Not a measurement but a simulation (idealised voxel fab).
A process module follows: voxel transistor to metal.
For reference, the cross-section in this document is cut, with width 205 nm and square cells of 5 nm.
Notation: cross-section as square-cell grid; stated in bands, top first, going down; one or more cell rows per band. Each band's line starts with the height of the band's top and of its bottom, in nm. Then come its materials from left to right, each with its width in nm. One material with "edge to edge" fills the band from edge to edge. "empty" is empty space. Height datum 0, below which the as-received substrate wafer is one material. Lowest band open at the bottom, running downward: "0 nm and below". A width such as "30->40" changes by the same amount from each row of cells to the next, from the band's top row to its bottom row. Reading "no modifications" for a step: not a cell of the cross-section changed in it. What "Trapped void list" gives you is every empty space of 8 cells or more that is cut off from the top. Each appears as width x height at distance, with the distance taken from the left edge and width, height and distance all in nm. On a step's line, text after the settings is the simulator commenting on that step. The line of a step may include "overlay nm". On a step with a mask, this value is how far to the right of its planned place the mask lay. A negative value means the mask lay to the left.

Planned process steps:
1,RECEIVE,material Si
2,CONFORMAL_DEP,material SiO2,thk nm 5
3,CONFORMAL_DEP,material SiN,thk nm 15
4,DIRECTIONAL_DEP,material aC,thk nm 15
5,PATTERN,tone cover,mask id ACTIVE,material resist,width nm 115,thk nm 35,overlay nm 0
6,DIRECTIONAL_ETCH,etch materials aC,depth nm 15
7,STRIP,etch materials resist
8,DIRECTIONAL_ETCH,etch materials SiN,depth nm 15
9,DIRECTIONAL_ETCH,etch materials SiO2,depth nm 5
10,DIRECTIONAL_ETCH,etch materials Si,depth nm 30
11,STRIP,etch materials aC
12,OXIDIZE,depth nm 5
13,FILL_DEP,material SiO2,thk nm 5
14,CMP,height nm 20
15,SELECTIVE_ETCH,etch materials SiO2,depth nm 15
16,STRIP,etch materials SiN
17,SELECTIVE_ETCH,etch materials SiO2,depth nm 5
18,OXIDIZE,depth nm 5
19,DIRECTIONAL_DEP,material polySi,thk nm 20
20,DIRECTIONAL_DEP,material SiCN,thk nm 15
21,PATTERN,tone cover,mask id GATE,material resist,width nm 25,thk nm 20,overlay nm 0
22,DIRECTIONAL_ETCH,etch materials SiCN,depth nm 25
23,DIRECTIONAL_ETCH,etch materials polySi,depth nm 30
24,STRIP,etch materials resist
25,CONFORMAL_DEP,material SiO2,thk nm 5
26,DIRECTIONAL_ETCH,etch materials SiO2,depth nm 5
27,CONFORMAL_DEP,material SiN,thk nm 5
28,DIRECTIONAL_ETCH,etch materials SiN,depth nm 5
29,DIRECTIONAL_ETCH,etch materials SiO2,depth nm 5
30,DIRECTIONAL_ETCH,etch materials Si,depth nm 10
31,EPI,material pSi,thk nm 15
32,FILL_DEP,material SiO2,thk nm 5
33,CMP,height nm 35
34,DIRECTIONAL_DEP,material SiO2,thk nm 15
35,PATTERN,tone open,mask id CONTACT,material resist,width nm 20,pitch nm 75,thk nm 20,overlay nm 0
36,DIRECTIONAL_ETCH,etch materials SiO2,depth nm 50
37,STRIP,etch materials resist
38,CONFORMAL_DEP,material TiN,thk nm 5
39,FILL_DEP,material Ru,thk nm 5
40,CMP,height nm 50
41,CONFORMAL_DEP,material SiN,thk nm 5
42,DIRECTIONAL_DEP,material lowk,thk nm 15
43,PATTERN,tone open,mask id METAL_1,material resist,width nm 20,pitch nm 75,thk nm 15,overlay nm 0
44,DIRECTIONAL_ETCH,etch materials lowk,depth nm 15
45,DIRECTIONAL_ETCH,etch materials SiN,depth nm 5
46,STRIP,etch materials resist
47,CONFORMAL_DEP,material TiN,thk nm 5
48,FILL_DEP,material W,thk nm 5
49,CMP,height nm 70
50,CONFORMAL_DEP,material SiN,thk nm 5

Received-state cross-section, reflecting completion of step 1:
    0 nm and below  Si edge to edge
    Trapped void list: none

Cross-sectional result after module completion. Note: starting condition and plan are unchanged from above; one processing mistake was made:
    75 nm to 70 nm  SiN edge to edge
    70 nm to 55 nm  lowk (55) | TiN (5) | W (15) | TiN (5) | lowk (50) | TiN (5) | W (15) | TiN (5) | lowk (50)
    55 nm to 50 nm  SiN (55) | TiN (25) | SiN (50) | TiN (25) | SiN (50)
    50 nm to 35 nm  SiO2 (55) | TiN (5) | Ru (10) | TiN (5) | SiO2 (55) | TiN (5) | Ru (10) | TiN (5) | SiO2 (55)
    35 nm to 20 nm  SiO2 (55) | TiN (5) | Ru (10) | TiN (5) | SiO2 (5) | SiN (5) | SiO2 (5) | SiCN (25) | SiO2 (5) | SiN (5) | SiO2 (5) | TiN (5) | Ru (10) | TiN (5) | SiO2 (55)
    20 nm to 15 nm  SiO2 (55) | TiN (5) | Ru (10) | TiN (5) | SiO2 (5) | SiN (5) | SiO2 (5) | polySi (25) | SiO2 (5) | SiN (5) | SiO2 (5) | TiN (5) | Ru (10) | TiN (5) | SiO2 (55)
    15 nm to 10 nm  SiO2 (55) | TiN (20) | SiO2 (5) | SiN (5) | SiO2 (5) | polySi (25) | SiO2 (5) | SiN (5) | SiO2 (5) | TiN (20) | SiO2 (55)
    10 nm to 0 nm  SiO2 (55) | TiN (10) | pSi (15) | SiN (5) | SiO2 (5) | polySi (25) | SiO2 (5) | SiN (5) | pSi (15) | TiN (10) | SiO2 (55)
    0 nm to -5 nm  SiO2 (45) | pSi (35) | SiO2 (45) | pSi (35) | SiO2 (45)
    -5 nm to -15 nm  SiO2 (50) | pSi (30) | Si (45) | pSi (30) | SiO2 (50)
    -15 nm to -35 nm  SiO2 (50) | Si (105) | SiO2 (50)
    -35 nm and below  Si edge to edge
    Trapped void list: none
Here's what went sideways: step 43 ran as: PATTERN,tone open,mask id METAL_1,material resist,width nm 25,pitch nm 75,thk nm 15,overlay nm 0
